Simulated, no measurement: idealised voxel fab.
Process module, titled voxel air gaps
Each square cell in cross-section cut measures 5 nm, and the section as a whole is 270 nm wide.
Cross-section spec: square-cell grid; bands listed top down; each band is one or more rows. The entry gives the band's vertical extent as a top height and a bottom height in nm, then its horizontal make-up as materials from left to right, each with a width in nm. "blank" stands for empty space; a single material marked "edge to edge" fills the band edge to edge. Heads up on the height convention: 0 is the point under which the incoming wafer is all one material, and the lowest band has no bottom, it just keeps going down, like "from 0 down". The two numbers in a width such as "30->40" mark its ends across the band: the first belongs to the top row of cells, the second to the bottom row, and from each row to the next the width moves by the same amount. The designation "nothing was modified", where it is given for a processing step, indicates that no cell of the cross-section was altered in the course of that step. Entry "Closed void roster" = empty spaces >= 8 cells with no open way to the top; each as width x height at distance, distance from left edge, all nm. On a step's line, text after the settings is the simulator commenting on that step. overlay nm: step with mask; distance mask lay right of planned place; negative value = left of planned place.

**Intended process steps**
step 1: RECEIVE (material Si)
step 2: CONFORMAL_DEP (material SiO2; thk nm 10)
step 3: CONFORMAL_DEP (material SiCN; thk nm 5)
step 4: DIRECTIONAL_DEP (material lowk; thk nm 40)
step 5: DIRECTIONAL_DEP (material aC; thk nm 15)
step 6: PATTERN (tone open; mask id LINES; material resist; width nm 15; pitch nm 40; thk nm 35; overlay nm 0)
step 7: DIRECTIONAL_ETCH (etch materials aC; depth nm 15)
step 8: STRIP (etch materials resist)
step 9: DIRECTIONAL_ETCH (etch materials lowk; depth nm 40)
step 10: STRIP (etch materials aC)
step 11: CONFORMAL_DEP (material TiN; thk nm 5)
step 12: FILL_DEP (material W; thk nm 10)
step 13: CMP (height nm 55)
step 14: EPI (material Ru; thk nm 10)
step 15: SELECTIVE_ETCH (etch materials lowk; depth nm 50)
step 16: CONFORMAL_DEP (material SiCN; thk nm 5)

**Cross-section of the incoming wafer, state after step 1**
* from 0 down  Si edge to edge
* Closed void roster: none

**First of two wafers: cross-section at end of module, run per plan**
* from 70 to 65  70 blank  125 SiCN  75 blank
* from 65 to 55  70 blank  5 SiCN  35 Ru  5 SiCN  35 Ru  5 SiCN  35 Ru  5 SiCN  75 blank
* from 55 to 50  70 blank  15 SiCN  5 TiN  5 W  5 TiN  25 SiCN  5 TiN  5 W  5 TiN  25 SiCN  5 TiN  5 W  5 TiN  15 SiCN  75 blank
* from 50 to 20  80 blank  5 SiCN  5 TiN  5 W  5 TiN  5 SiCN  15 blank  5 SiCN  5 TiN  5 W  5 TiN  5 SiCN  15 blank  5 SiCN  5 TiN  5 W  5 TiN  5 SiCN  85 blank
* from 20 to 15  85 SiCN  15 TiN  25 SiCN  15 TiN  25 SiCN  15 TiN  90 SiCN
* from 15 to 10  SiCN edge to edge
* from 10 to 0  SiO2 edge to edge
* from 0 down  Si edge to edge
* Closed void roster: 15 x 30 at 105; 15 x 30 at 145

**So this is wafer number two of the two, cut at the end of the module - it started where the first did and had the same plan, we just got one thing wrong running it**
* from 70 to 65  SiCN edge to edge
* from 65 to 55  Ru edge to edge
* from 55 to 50  90 TiN  5 W  35 TiN  5 W  35 TiN  5 W  95 TiN
* from 50 to 15  85 lowk  5 TiN  5 W  5 TiN  25 lowk  5 TiN  5 W  5 TiN  25 lowk  5 TiN  5 W  5 TiN  90 lowk
* from 15 to 10  85 lowk  15 TiN  25 lowk  15 TiN  25 lowk  15 TiN  90 lowk
* from 10 to 0  SiO2 edge to edge
* from 0 down  Si edge to edge
* Closed void roster: none
Processing error: step 3 of the plan was omitted and not executed
Per the end-of-run cell counts, the second wafer holds more or fewer of some materials than the first: Ru +66, SiCN -130, TiN +51, W +3, lowk +360
Wafer, first: 2 closed voids at end. Wafer, second: 0.
